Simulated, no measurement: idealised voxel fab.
process module | voxel ribs on slabs
The width of the displayed cross-section, cut, is 140 nm; its cells are square, with a size of 5 nm.
If you're reading a cross-section in this doc, picture square cells in a grid; it comes to you as bands, top ones listed first down to the bottom, and a band can be one or more rows of cells.
In this notation a band is specified by the heights of its top and bottom, in that order and in nm, after which its materials appear from left to right, each paired with its width in nm. The word "edge to edge" attached to a single material means that material fills the band from edge to edge; the word "blank" stands for empty space.
Ref level 0: as-received wafer is one material below here. Bottom band extends down with no lower bound ("0 -> down").
A two-number width, for instance "30..40", indicates that the width is equal to the first number in the top row of the band and to the second number in the bottom row, and that it changes by a constant amount per row of cells.
You'll sometimes find "nothing got changed" written for a step, and that's the way of saying that nowhere in the cross-section did a cell change during that step.
Enclosed voids (no open way to top), threshold 8 cells or more, entry "Trapped cavities", notation width x height at distance, distance from left edge, nm.
Whatever follows a step's settings on its line is a remark the simulator itself makes about that step.
overlay nm, on a step with a mask: how far to the right of its planned place the mask lay; to the left if negative
# So here's the lineup of process steps we planned
step 1: RECEIVE,material Si
step 2: DIRECTIONAL_DEP,material SiO2,thk nm 30
step 3: DIRECTIONAL_DEP,material SiN,thk nm 15
step 4: DIRECTIONAL_DEP,material aC,thk nm 10
step 5: PATTERN,tone cover,mask id RIB,material resist,width nm 30,thk nm 30,overlay nm 0
step 6: DIRECTIONAL_ETCH,etch materials aC,depth nm 10
step 7: STRIP,etch materials resist
step 8: DIRECTIONAL_ETCH,etch materials SiN,depth nm 5
step 9: STRIP,etch materials aC
step 10: MASKED_ETCH,tone cover,mask id SLAB,width nm 90,etch materials SiN,depth nm 10,overlay nm 0
step 11: FILL_DEP,material SiO2,thk nm 30
step 12: CMP,height nm 65
step 13: DIRECTIONAL_DEP,material W,thk nm 10
step 14: DIRECTIONAL_DEP,material aC,thk nm 10
step 15: PATTERN,tone cover,mask id HEATER,material resist,width nm 40,thk nm 30,overlay nm 0
step 16: DIRECTIONAL_ETCH,etch materials aC,depth nm 10
step 17: STRIP,etch materials resist
step 18: DIRECTIONAL_ETCH,etch materials W,depth nm 10
step 19: STRIP,etch materials aC
step 20: CONFORMAL_DEP,material SiN,thk nm 10
# First of two wafers, processed according to plan
# As-received wafer cross-section (after step 1)
> 0 -> down = Si edge to edge
> Trapped cavities: none
# State of the wafer after step 2, shown in cross-section
> 30 -> 0 = SiO2 edge to edge
> Anything lower than 0 is untouched.
# State of the wafer after step 3, shown in cross-section
> 45 -> 30 = SiN edge to edge
> Anything lower than 30 is untouched.
# State of the wafer after step 4, shown in cross-section
> 55 -> 45 = aC edge to edge
> Anything lower than 45 is untouched.
# State of the wafer after step 5, shown in cross-section
> 85 -> 55 = 55 of blank, then 30 of resist, then 55 of blank
> Anything lower than 55 is untouched.
# State of the wafer after step 6, shown in cross-section
> 75 -> 55 = 55 of blank, then 30 of resist, then 55 of blank
> 55 -> 45 = 55 of blank, then 30 of aC, then 55 of blank
> Anything lower than 45 is untouched.
# State of the wafer after step 7, shown in cross-section
> 55 -> 45 = 55 of blank, then 30 of aC, then 55 of blank
> Anything lower than 45 is untouched.
# State of the wafer after step 8, shown in cross-section
> 55 -> 45 = 55 of blank, then 30 of aC, then 55 of blank
> 45 -> 40 = 55 of blank, then 30 of SiN, then 55 of blank
> Anything lower than 40 is untouched.
# State of the wafer after step 9, shown in cross-section
> 45 -> 40 = 55 of blank, then 30 of SiN, then 55 of blank
> Anything lower than 40 is untouched.
# State of the wafer after step 10, shown in cross-section
> 45 -> 40 = 55 of blank, then 30 of SiN, then 55 of blank
> 40 -> 30 = 25 of blank, then 90 of SiN, then 25 of blank
> Anything lower than 30 is untouched.
# State of the wafer after step 11, shown in cross-section
> 75 -> 45 = SiO2 edge to edge
> 45 -> 40 = 55 of SiO2, then 30 of SiN, then 55 of SiO2
> 40 -> 30 = 25 of SiO2, then 90 of SiN, then 25 of SiO2
> Anything lower than 30 is untouched.
# State of the wafer after step 12, shown in cross-section
> 65 -> 45 = SiO2 edge to edge
> Anything lower than 45 is untouched.
# State of the wafer after step 13, shown in cross-section
> 75 -> 65 = W edge to edge
> Anything lower than 65 is untouched.
# State of the wafer after step 14, shown in cross-section
> 85 -> 75 = aC edge to edge
> Anything lower than 75 is untouched.
# State of the wafer after step 15, shown in cross-section
> 115 -> 85 = 50 of blank, then 40 of resist, then 50 of blank
> Anything lower than 85 is untouched.
# State of the wafer after step 16, shown in cross-section
> 105 -> 85 = 50 of blank, then 40 of resist, then 50 of blank
> 85 -> 75 = 50 of blank, then 40 of aC, then 50 of blank
> Anything lower than 75 is untouched.
# State of the wafer after step 17, shown in cross-section
> 85 -> 75 = 50 of blank, then 40 of aC, then 50 of blank
> Anything lower than 75 is untouched.
# State of the wafer after step 18, shown in cross-section
> 85 -> 75 = 50 of blank, then 40 of aC, then 50 of blank
> 75 -> 65 = 50 of blank, then 40 of W, then 50 of blank
> Anything lower than 65 is untouched.
# State of the wafer after step 19, shown in cross-section
> 75 -> 65 = 50 of blank, then 40 of W, then 50 of blank
> Anything lower than 65 is untouched.
# State of the wafer after step 20, shown in cross-section
> 85 -> 75 = 40 of blank, then 60 of SiN, then 40 of blank
> 75 -> 65 = 50 of SiN, then 40 of W, then 50 of SiN
> Anything lower than 65 is untouched.
# The Second Wafer: Common Origin and Plan, One Mistake in Execution, Identical to the First Through Step 12
# X-section, second wafer, when step 13 was due to finish
> 75 -> 45 = SiO2 edge to edge
> Anything lower than 45 is untouched.
# X-section, second wafer, when step 14 was due to finish
> 85 -> 75 = aC edge to edge
> Anything lower than 75 is untouched.
# X-section, second wafer, when step 15 was due to finish
> 115 -> 85 = 50 of blank, then 40 of resist, then 50 of blank
> Anything lower than 85 is untouched.
# X-section, second wafer, when step 16 was due to finish
> 105 -> 85 = 50 of blank, then 40 of resist, then 50 of blank
> 85 -> 75 = 50 of blank, then 40 of aC, then 50 of blank
> Anything lower than 75 is untouched.
# X-section, second wafer, when step 17 was due to finish
> 85 -> 75 = 50 of blank, then 40 of aC, then 50 of blank
> Anything lower than 75 is untouched.
X-section, second wafer, when step 18 was due to finish: nothing got changed
# X-section, second wafer, when step 19 was due to finish
> 75 -> 45 = SiO2 edge to edge
> Anything lower than 45 is untouched.
# X-section, second wafer, when step 20 was due to finish
> 85 -> 75 = SiN edge to edge
> Anything lower than 75 is untouched.
Against the plan, the run slipped here: step 13 ran as: DIRECTIONAL_DEP,material SiO2,thk nm 10
Final tally in cells, some materials are higher or lower on the second wafer than on the first: SiN: 8 fewer | SiO2: 56 more | W: 16 fewer
